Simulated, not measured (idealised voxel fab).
process module | voxel air gaps
cross-section cut | 250 nm wide | cells 5 nm
A cross-section is a grid of square cells, given in bands from the top down. A band is one or more rows of cells.
Each band's line starts with the height of the band's top and of its bottom, in nm. Then come its materials from left to right, each with its width in nm. One material with "throughout" fills the band from edge to edge. "air" is empty space.
Height 0 is the level under which the wafer as received is all one material. The lowest band goes on downwards, as in "0 down".
A width such as "30 to 40" changes by the same amount from each row of cells to the next, from the band's top row to its bottom row.
"no change" after a step means that no cell of the cross-section changed.
closed voids: empty space of 8 cells or more with no open way to the top, each as width x height at its distance from the left edge, in nm
after a step's settings: what the simulator itself notes on the step
overlay nm, on a step with a mask: how far to the right of its planned place the mask lay; to the left if negative
plan
1 op RECEIVE | material Si
2 op CONFORMAL_DEP | material SiO2 | thk nm 10
3 op CONFORMAL_DEP | material SiN | thk nm 5
4 op DIRECTIONAL_DEP | material SiO2 | thk nm 35
5 op DIRECTIONAL_DEP | material aC | thk nm 10
6 op PATTERN | tone open | mask id LINES | material resist | width nm 15 | pitch nm 45 | thk nm 25 | overlay nm 0
7 op DIRECTIONAL_ETCH | etch materials aC | depth nm 10
8 op STRIP | etch materials resist
9 op DIRECTIONAL_ETCH | etch materials SiO2 | depth nm 35
10 op STRIP | etch materials aC
11 op CONFORMAL_DEP | material TiN | thk nm 5
12 op FILL_DEP | material W | thk nm 5
13 op CMP | height nm 50
14 op EPI | material Ru | thk nm 10
15 op SELECTIVE_ETCH | etch materials SiO2 | depth nm 45
16 op CONFORMAL_DEP | material SiN | thk nm 5
first wafer, as planned
as received, after step 1
  0 down: Si throughout
  closed voids: none
after step 2
  10 to 0: SiO2 throughout
  below 0: unchanged
after step 3
  15 to 10: SiN throughout
  below 10: unchanged
after step 4
  50 to 15: SiO2 throughout
  below 15: unchanged
after step 5
  60 to 50: aC throughout
  below 50: unchanged
after step 6
  85 to 60: resist 70 | air 15 | resist 30 | air 15 | resist 30 | air 15 | resist 75
  below 60: unchanged
after step 7
  75 to 60: resist 70 | air 15 | resist 30 | air 15 | resist 30 | air 15 | resist 75
  60 to 50: aC 70 | air 15 | aC 30 | air 15 | aC 30 | air 15 | aC 75
  below 50: unchanged
after step 8
  60 to 50: aC 70 | air 15 | aC 30 | air 15 | aC 30 | air 15 | aC 75
  below 50: unchanged
after step 9
  60 to 50: aC 70 | air 15 | aC 30 | air 15 | aC 30 | air 15 | aC 75
  50 to 15: SiO2 70 | air 15 | SiO2 30 | air 15 | SiO2 30 | air 15 | SiO2 75
  below 15: unchanged
after step 10
  50 to 15: SiO2 70 | air 15 | SiO2 30 | air 15 | SiO2 30 | air 15 | SiO2 75
  below 15: unchanged
after step 11
  55 to 50: TiN 75 | air 5 | TiN 40 | air 5 | TiN 40 | air 5 | TiN 80
  50 to 20: SiO2 70 | TiN 5 | air 5 | TiN 5 | SiO2 30 | TiN 5 | air 5 | TiN 5 | SiO2 30 | TiN 5 | air 5 | TiN 5 | SiO2 75
  20 to 15: SiO2 70 | TiN 15 | SiO2 30 | TiN 15 | SiO2 30 | TiN 15 | SiO2 75
  below 15: unchanged
after step 12
  60 to 55: W throughout
  55 to 50: TiN 75 | W 5 | TiN 40 | W 5 | TiN 40 | W 5 | TiN 80
  50 to 20: SiO2 70 | TiN 5 | W 5 | TiN 5 | SiO2 30 | TiN 5 | W 5 | TiN 5 | SiO2 30 | TiN 5 | W 5 | TiN 5 | SiO2 75
  below 20: unchanged
after step 13
  50 to 20: SiO2 70 | TiN 5 | W 5 | TiN 5 | SiO2 30 | TiN 5 | W 5 | TiN 5 | SiO2 30 | TiN 5 | W 5 | TiN 5 | SiO2 75
  below 20: unchanged
after step 14
  60 to 50: air 60 | Ru 35 | air 10 | Ru 35 | air 10 | Ru 35 | air 65
  below 50: unchanged
after step 15
  60 to 50: air 60 | Ru 35 | air 10 | Ru 35 | air 10 | Ru 35 | air 65
  50 to 20: air 70 | TiN 5 | W 5 | TiN 5 | air 30 | TiN 5 | W 5 | TiN 5 | air 30 | TiN 5 | W 5 | TiN 5 | air 75
  20 to 15: air 70 | TiN 15 | air 30 | TiN 15 | air 30 | TiN 15 | air 75
  below 15: unchanged
after step 16
  65 to 60: air 55 | SiN 135 | air 60
  60 to 50: air 55 | SiN 5 | Ru 35 | SiN 10 | Ru 35 | SiN 10 | Ru 35 | SiN 5 | air 60
  50 to 45: air 55 | SiN 15 | TiN 5 | W 5 | TiN 5 | SiN 30 | TiN 5 | W 5 | TiN 5 | SiN 30 | TiN 5 | W 5 | TiN 5 | SiN 15 | air 60
  45 to 20: air 65 | SiN 5 | TiN 5 | W 5 | TiN 5 | SiN 5 | air 20 | SiN 5 | TiN 5 | W 5 | TiN 5 | SiN 5 | air 20 | SiN 5 | TiN 5 | W 5 | TiN 5 | SiN 5 | air 70
  20 to 15: SiN 70 | TiN 15 | SiN 30 | TiN 15 | SiN 30 | TiN 15 | SiN 75
  below 15: unchanged
  closed voids: 20 x 25 at 90; 20 x 25 at 135
second wafer: like start, like plan, one mistake. Through step 2 it matches the first wafer
when step 3 should have ended: no change
when step 4 should have ended
  45 to 0: SiO2 throughout
  below 0: unchanged
when step 5 should have ended
  55 to 45: aC throughout
  below 45: unchanged
when step 6 should have ended
  80 to 55: resist 70 | air 15 | resist 30 | air 15 | resist 30 | air 15 | resist 75
  below 55: unchanged
when step 7 should have ended
  70 to 55: resist 70 | air 15 | resist 30 | air 15 | resist 30 | air 15 | resist 75
  55 to 45: aC 70 | air 15 | aC 30 | air 15 | aC 30 | air 15 | aC 75
  below 45: unchanged
when step 8 should have ended
  55 to 45: aC 70 | air 15 | aC 30 | air 15 | aC 30 | air 15 | aC 75
  below 45: unchanged
when step 9 should have ended
  55 to 45: aC 70 | air 15 | aC 30 | air 15 | aC 30 | air 15 | aC 75
  45 to 10: SiO2 70 | air 15 | SiO2 30 | air 15 | SiO2 30 | air 15 | SiO2 75
  below 10: unchanged
when step 10 should have ended
  45 to 10: SiO2 70 | air 15 | SiO2 30 | air 15 | SiO2 30 | air 15 | SiO2 75
  below 10: unchanged
when step 11 should have ended
  50 to 45: TiN 75 | air 5 | TiN 40 | air 5 | TiN 40 | air 5 | TiN 80
  45 to 15: SiO2 70 | TiN 5 | air 5 | TiN 5 | SiO2 30 | TiN 5 | air 5 | TiN 5 | SiO2 30 | TiN 5 | air 5 | TiN 5 | SiO2 75
  15 to 10: SiO2 70 | TiN 15 | SiO2 30 | TiN 15 | SiO2 30 | TiN 15 | SiO2 75
  below 10: unchanged
when step 12 should have ended
  55 to 50: W throughout
  50 to 45: TiN 75 | W 5 | TiN 40 | W 5 | TiN 40 | W 5 | TiN 80
  45 to 15: SiO2 70 | TiN 5 | W 5 | TiN 5 | SiO2 30 | TiN 5 | W 5 | TiN 5 | SiO2 30 | TiN 5 | W 5 | TiN 5 | SiO2 75
  below 15: unchanged
when step 13 should have ended
  50 to 45: TiN 75 | W 5 | TiN 40 | W 5 | TiN 40 | W 5 | TiN 80
  below 45: unchanged
when step 14 should have ended
  60 to 50: Ru throughout
  below 50: unchanged
when step 15 should have ended: no change
when step 16 should have ended
  65 to 60: SiN throughout
  below 60: unchanged
what went wrong: step 3 was left out
at the end the second wafer has, in cells: 58 more of Ru | 128 fewer of SiN | 287 more of SiO2 | 47 more of TiN | 3 more of W
closed voids at the end (first wafer, second wafer): 2, 0
